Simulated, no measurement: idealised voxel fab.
process module | voxel fin reveal
cross-section cut | 195 nm wide | cells 5 nm
A cross-section is a grid of square cells, given in bands from the top down. A band is one or more rows of cells.
Each band's line starts with the height of the band's top and of its bottom, in nm. Then come its materials from left to right, each with its width in nm. One material with "throughout" fills the band from edge to edge. "air" is empty space.
Height 0 is the level under which the wafer as received is all one material. The lowest band goes on downwards, as in "0 down".
A width such as "30 to 40" changes by the same amount from each row of cells to the next, from the band's top row to its bottom row.
"no change" after a step means that no cell of the cross-section changed.
closed voids: empty space of 8 cells or more with no open way to the top, each as width x height at its distance from the left edge, in nm
after a step's settings: what the simulator itself notes on the step
overlay nm, on a step with a mask: how far to the right of its planned place the mask lay; to the left if negative
plan
1 op RECEIVE | material Si
2 op CONFORMAL_DEP | material SiN | thk nm 10
3 op DIRECTIONAL_DEP | material aC | thk nm 10
4 op PATTERN | tone cover | mask id FINS | material resist | width nm 15 | pitch nm 40 | thk nm 30 | overlay nm 0
5 op DIRECTIONAL_ETCH | etch materials aC | depth nm 5
6 op STRIP | etch materials resist
7 op DIRECTIONAL_ETCH | etch materials SiN | depth nm 10
8 op DIRECTIONAL_ETCH | etch materials Si | depth nm 40
9 op STRIP | etch materials aC
10 op OXIDIZE | depth nm 5
11 op FILL_DEP | material SiO2 | thk nm 15
12 op CMP | height nm 10
13 op SELECTIVE_ETCH | etch materials SiO2 | depth nm 40
14 op STRIP | etch materials SiN
15 op CONFORMAL_DEP | material SiO2 | thk nm 5
varied across the wafers: depth nm of step 5. The plan shows the first wafer's value. All wafers start alike
first wafer as received, after step 1
  0 down: Si throughout
  closed voids: none
each wafer at the end: cells of each material gained (+) or lost (-) since it was received, then its closed voids
depth nm 5 | +39 SiO2 | closed voids: none
depth nm 10 | -333 Si | +174 SiO2 | closed voids: none
depth nm 15 | -333 Si | +174 SiO2 | closed voids: none
depth nm 20 | -333 Si | +174 SiO2 | closed voids: none
depth nm 25 | -333 Si | +174 SiO2 | closed voids: none
